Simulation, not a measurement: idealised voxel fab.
process module | voxel fin reveal
cross-section cut | 210 nm wide | cells 5 nm
A cross-section is a grid of square cells, given in bands from the top down. A band is one or more rows of cells.
Each band's line starts with the height of the band's top and of its bottom, in nm. Then come its materials from left to right, each with its width in nm. One material with "throughout" fills the band from edge to edge. "air" is empty space.
Height 0 is the level under which the wafer as received is all one material. The lowest band goes on downwards, as in "0 down".
A width such as "30 to 40" changes by the same amount from each row of cells to the next, from the band's top row to its bottom row.
"no change" after a step means that no cell of the cross-section changed.
closed voids: empty space of 8 cells or more with no open way to the top, each as width x height at its distance from the left edge, in nm
after a step's settings: what the simulator itself notes on the step
overlay nm, on a step with a mask: how far to the right of its planned place the mask lay; to the left if negative
plan
1 op RECEIVE | material Si
2 op CONFORMAL_DEP | material SiN | thk nm 10
3 op DIRECTIONAL_DEP | material aC | thk nm 15
4 op PATTERN | tone cover | mask id FINS | material resist | width nm 15 | pitch nm 40 | thk nm 35 | overlay nm 0
5 op DIRECTIONAL_ETCH | etch materials aC | depth nm 15
6 op STRIP | etch materials resist
7 op DIRECTIONAL_ETCH | etch materials SiN | depth nm 10
8 op DIRECTIONAL_ETCH | etch materials Si | depth nm 35
9 op STRIP | etch materials aC
10 op FILL_DEP | material SiO2 | thk nm 5
11 op CMP | height nm 10
12 op SELECTIVE_ETCH | etch materials SiO2 | depth nm 30
13 op STRIP | etch materials SiN
14 op CONFORMAL_DEP | material SiO2 | thk nm 5
as received, after step 1
  0 down: Si throughout
  closed voids: none
a wafer at the end: this start, this plan, one mistake
  5 to 0: air 50 | SiO2 25 | air 15 | SiO2 25 | air 15 | SiO2 25 | air 55
  0 to -15: air 50 | SiO2 5 | Si 15 | SiO2 5 | air 15 | SiO2 5 | Si 15 | SiO2 5 | air 15 | SiO2 5 | Si 15 | SiO2 5 | air 55
  -15 to -45: SiO2 55 | Si 15 | SiO2 25 | Si 15 | SiO2 25 | Si 15 | SiO2 60
  -45 down: Si throughout
  closed voids: none
what went wrong: step 8 ran as: op DIRECTIONAL_ETCH | etch materials Si | depth nm 45
